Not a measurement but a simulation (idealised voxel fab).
The document below concerns the process module designated voxel air gaps.
The cross-section shown here is cut; it is 230 nm wide and divided into square cells measuring 5 nm on a side.
For the purposes of this document, a cross-section shall be understood as a grid of square cells, specified as bands listed in top-to-bottom order, each band consisting of one or more rows of cells. Basically the band line says how high the top is and how high the bottom is, in nm, and then what's in it from left to right, every material with its width in nm. Empty space shows up as "empty", and if a single material carries "edge to edge" it runs the full band edge to edge. Heights are measured from 0, the level below which the as-received wafer is all one material; the lowest band has no bottom and continues downward, written as in "top 0, no bottom". Width spec "30..40" -> top row of cells at first value, bottom row at second value, equal per-row change in between. Reading "stayed the same" for a step: not a cell of the cross-section changed in it. Basically, "Completely enclosed voids" tells you about the enclosed voids: empty spaces with no open way to the top, 8 cells or bigger, each written width x height at distance, where distance is from the left edge, all in nm. It should be noted that, on the line of a given step, the content following the step's settings is a remark produced by the simulator itself with respect to that step. Each step line may optionally specify "overlay nm", which for a step with a mask gives the rightward distance between the mask's planned place and where it lay, a negative value indicating the leftward direction.

THE STEPS PLANNED FOR THE PROCESS ARE AS FOLLOWS
1,RECEIVE: material Si
2,CONFORMAL_DEP: material SiO2, thk nm 10
3,CONFORMAL_DEP: material SiN, thk nm 5
4,DIRECTIONAL_DEP: material lowk, thk nm 40
5,DIRECTIONAL_DEP: material aC, thk nm 15
6,PATTERN: tone open, mask id LINES, material resist, width nm 20, pitch nm 45, thk nm 30, overlay nm 0
7,DIRECTIONAL_ETCH: etch materials aC, depth nm 15
8,STRIP: etch materials resist
9,DIRECTIONAL_ETCH: etch materials lowk, depth nm 40
10,STRIP: etch materials aC
11,CONFORMAL_DEP: material TiN, thk nm 5
12,FILL_DEP: material Cu, thk nm 5
13,CMP: height nm 55
14,EPI: material Ru, thk nm 10
15,SELECTIVE_ETCH: etch materials lowk, depth nm 50
16,CONFORMAL_DEP: material SiCN, thk nm 5

WAFER CROSS-SECTION ON RECEIPT, I.E. AFTER STEP 1
> top 0, no bottom  Si edge to edge
> Completely enclosed voids: none

WAFER AT MODULE END, IN SECTION. BEGAN AS ABOVE, PLANNED AS ABOVE, RUN WITH ONE MISTAKE
> top 65, bottom 55  empty: 50, Ru: 40, empty: 5, Ru: 40, empty: 5, Ru: 40, empty: 50
> top 55, bottom 20  empty: 60, TiN: 5, Cu: 10, TiN: 5, empty: 25, TiN: 5, Cu: 10, TiN: 5, empty: 25, TiN: 5, Cu: 10, TiN: 5, empty: 60
> top 20, bottom 15  empty: 60, TiN: 20, empty: 25, TiN: 20, empty: 25, TiN: 20, empty: 60
> top 15, bottom 10  SiN edge to edge
> top 10, bottom 0  SiO2 edge to edge
> top 0, no bottom  Si edge to edge
> Completely enclosed voids: none
What went wrong in running the wafer? plan step 16 was not performed, having been skipped
